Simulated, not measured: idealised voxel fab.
The process module presented herein is designated voxel trench capacitor.
Cross-sectional view cut (width: 230 nm; square cell size: 5 nm).
Think of the cross-section as a grid of square cells. We describe it in bands, top to bottom, and each band covers one or more rows of those cells.
Look at the band entry: it leads with the top's height and the bottom's height in nm. Then it lists the materials left to right, with a width in nm for each. The word "everywhere" on a single material says that material fills the band edge to edge. The word "blank" is empty space.
Ref level 0: as-received wafer is one material below here. Bottom band extends down with no lower bound ("top 0, no bottom").
A two-number width, for instance "30->40", indicates that the width is equal to the first number in the top row of the band and to the second number in the bottom row, and that it changes by a constant amount per row of cells.
Step marked "no alterations made"? Then no cell in the cross-section changed in it.
The label "Closed void table" introduces a list of the empty spaces, 8 cells or larger, that have no open way up to the top; each entry in it reads width x height at distance, where the distance is taken from the left edge and all three are stated in nm.
What comes after the settings on a step's line is commentary from the simulator itself on that step.
The setting "overlay nm" may be written on the line of a step. When the step uses a mask, the value reports how far to the right of the planned place the mask lay, and a negative value reports that it lay to the left.
**This section lists the process steps that were planned**
1) RECEIVE | material Si
2) CONFORMAL_DEP | material SiN | thk nm 5
3) DIRECTIONAL_DEP | material aC | thk nm 15
4) PATTERN | tone open | mask id TRENCH | material resist | width nm 20 | pitch nm 40 | thk nm 30 | overlay nm 0
5) DIRECTIONAL_ETCH | etch materials aC | depth nm 15
6) STRIP | etch materials resist
7) DIRECTIONAL_ETCH | etch materials SiN | depth nm 5
8) DIRECTIONAL_ETCH | etch materials Si | depth nm 25
9) STRIP | etch materials aC
10) CONFORMAL_DEP | material SiO2 | thk nm 5
11) FILL_DEP | material polySi | thk nm 10
12) CMP | height nm 5
**This is the cross-section of the wafer as we received it, i.e. after step 1**
    top 0, no bottom | Si everywhere
    Closed void table: none
**Starting wafer: above. Plan: above. Run: one mistake. Cross-section after the module: below**
    top 5, bottom 0 | polySi (80), then SiO2 (5), then SiN (20), then SiO2 (5), then polySi (10), then SiO2 (5), then SiN (20), then SiO2 (5), then polySi (80)
    top 0, bottom -20 | polySi (80), then SiO2 (5), then Si (20), then SiO2 (5), then polySi (10), then SiO2 (5), then Si (20), then SiO2 (5), then polySi (80)
    top -20, bottom -25 | SiO2 (85), then Si (20), then SiO2 (20), then Si (20), then SiO2 (85)
    top -25, no bottom | Si everywhere
    Closed void table: none
Finding, execution versus plan: note that step 4 departed from the planned setting and was carried out as PATTERN | tone cover | mask id TRENCH | material resist | width nm 20 | pitch nm 40 | thk nm 30 | overlay nm 0
